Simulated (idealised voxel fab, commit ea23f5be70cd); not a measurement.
Process module heading - voxel fin reveal
Pictured: cross-section cut, 245 nm wide, on a grid of 5 nm square cells.
Notation: cross-section as square-cell grid; stated in bands, top first, going down; one or more cell rows per band.
This entry defines a band. It first specifies the height of the band's top and the height of its bottom in nm, and then specifies the band's materials from left to right, stating each material with its width in nm. The word "throughout" identifies a single material that fills the band from edge to edge, while the word "empty" identifies empty space.
Note: height 0 marks the level under which the wafer is uniformly one material as received. Lowest band unbounded below, written "from 0 down".
So if you see something like "30..40" for the width, read it as the top row of the band sitting at the first number and the bottom row at the second, with every row in between moving by the same amount as the last.
"no change" (step): cross-section cells unchanged, all of them.
The list in "Encapsulated voids" covers empty spaces of 8 cells or more that cannot reach the top through any open way, and it gives each as width x height at distance; the distance is from the left edge, and width, height and distance are in nm.
Text after the settings on a step's line: the simulator's own remark on that step.
overlay nm: how far to the right of its planned place the mask lay on this masked step (negative: to the left).
The steps planned for the process are as follows:
1,RECEIVE,material Si
2,CONFORMAL_DEP,material SiN,thk nm 5
3,DIRECTIONAL_DEP,material aC,thk nm 10
4,PATTERN,tone cover,mask id FINS,material resist,width nm 15,pitch nm 40,thk nm 25,overlay nm -15
5,DIRECTIONAL_ETCH,etch materials aC,depth nm 10
6,STRIP,etch materials resist
7,DIRECTIONAL_ETCH,etch materials SiN,depth nm 5
8,DIRECTIONAL_ETCH,etch materials Si,depth nm 35
9,STRIP,etch materials aC
10,OXIDIZE,depth nm 5
11,FILL_DEP,material SiO2,thk nm 5
12,CMP,height nm 5
13,SELECTIVE_ETCH,etch materials SiO2,depth nm 30
14,STRIP,etch materials SiN
The overlay nm used in step 4 is not the same on every wafer, whereas the starting condition is; the value printed in the plan is the first wafer's.
First wafer of several, as received: cross-section after step 1:
- from 0 down  Si throughout
- Encapsulated voids: none
First of several wafers in cross-section at module end, following the final step, step 14:
- from 0 to -25  65 of empty | 5 of Si | 35 of empty | 5 of Si | 35 of empty | 5 of Si | 95 of empty
- from -25 to -40  65 of SiO2 | 5 of Si | 35 of SiO2 | 5 of Si | 35 of SiO2 | 5 of Si | 95 of SiO2
- from -40 down  Si throughout
- Encapsulated voids: none
Last wafer at the end:
- from 0 to -25  95 of empty | 5 of Si | 35 of empty | 5 of Si | 35 of empty | 5 of Si | 65 of empty
- from -25 to -40  95 of SiO2 | 5 of Si | 35 of SiO2 | 5 of Si | 35 of SiO2 | 5 of Si | 65 of SiO2
- from -40 down  Si throughout
- Encapsulated voids: none
The table below has one row for each wafer; a row shows, as of the end of the module, how many cells of each material the wafer has gained, marked (+), or lost, marked (-), since it was received, and then the wafer's closed voids:
overlay nm -15 | -368 Si | +138 SiO2 | Encapsulated voids: none
overlay nm -10 | -368 Si | +138 SiO2 | Encapsulated voids: none
overlay nm -5 | -368 Si | +138 SiO2 | Encapsulated voids: none
overlay nm 0 | -368 Si | +138 SiO2 | Encapsulated voids: none
overlay nm 5 | -368 Si | +138 SiO2 | Encapsulated voids: none
overlay nm 10 | -368 Si | +138 SiO2 | Encapsulated voids: none
overlay nm 15 | -368 Si | +138 SiO2 | Encapsulated voids: none
